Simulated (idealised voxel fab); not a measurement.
process module | voxel tone inversion
cross-section cut | 295 nm wide | cells 5 nm
A cross-section is a grid of square cells, given in bands from the top down. A band is one or more rows of cells.
Each band's line starts with the height of the band's top and of its bottom, in nm. Then come its materials from left to right, each with its width in nm. One material with "throughout" fills the band from edge to edge. "air" is empty space.
Height 0 is the level under which the wafer as received is all one material. The lowest band goes on downwards, as in "0 down".
A width such as "30 to 40" changes by the same amount from each row of cells to the next, from the band's top row to its bottom row.
"no change" after a step means that no cell of the cross-section changed.
closed voids: empty space of 8 cells or more with no open way to the top, each as width x height at its distance from the left edge, in nm
after a step's settings: what the simulator itself notes on the step
overlay nm, on a step with a mask: how far to the right of its planned place the mask lay; to the left if negative
plan
1 op RECEIVE | material Si
2 op CONFORMAL_DEP | material SiN | thk nm 5
3 op DIRECTIONAL_DEP | material aC | thk nm 20
4 op PATTERN | tone cover | mask id POSTS | material resist | width nm 25 | pitch nm 50 | thk nm 30 | overlay nm -15
5 op DIRECTIONAL_ETCH | etch materials aC | depth nm 20
6 op STRIP | etch materials resist
7 op FILL_DEP | material SiO2 | thk nm 5
8 op CMP | height nm 25
9 op STRIP | etch materials aC
varied across the wafers: overlay nm of step 4. The plan shows the first wafer's value. All wafers start alike
first wafer as received, after step 1
  0 down: Si throughout
  closed voids: none
each wafer at the end: cells of each material gained (+) or lost (-) since it was received, then its closed voids
overlay nm -15 | +59 SiN | +156 SiO2 | closed voids: none
overlay nm -10 | +59 SiN | +156 SiO2 | closed voids: none
overlay nm -5 | +59 SiN | +156 SiO2 | closed voids: none
overlay nm 0 | +59 SiN | +156 SiO2 | closed voids: none
overlay nm 5 | +59 SiN | +156 SiO2 | closed voids: none
overlay nm 10 | +59 SiN | +156 SiO2 | closed voids: none
overlay nm 15 | +59 SiN | +156 SiO2 | closed voids: none
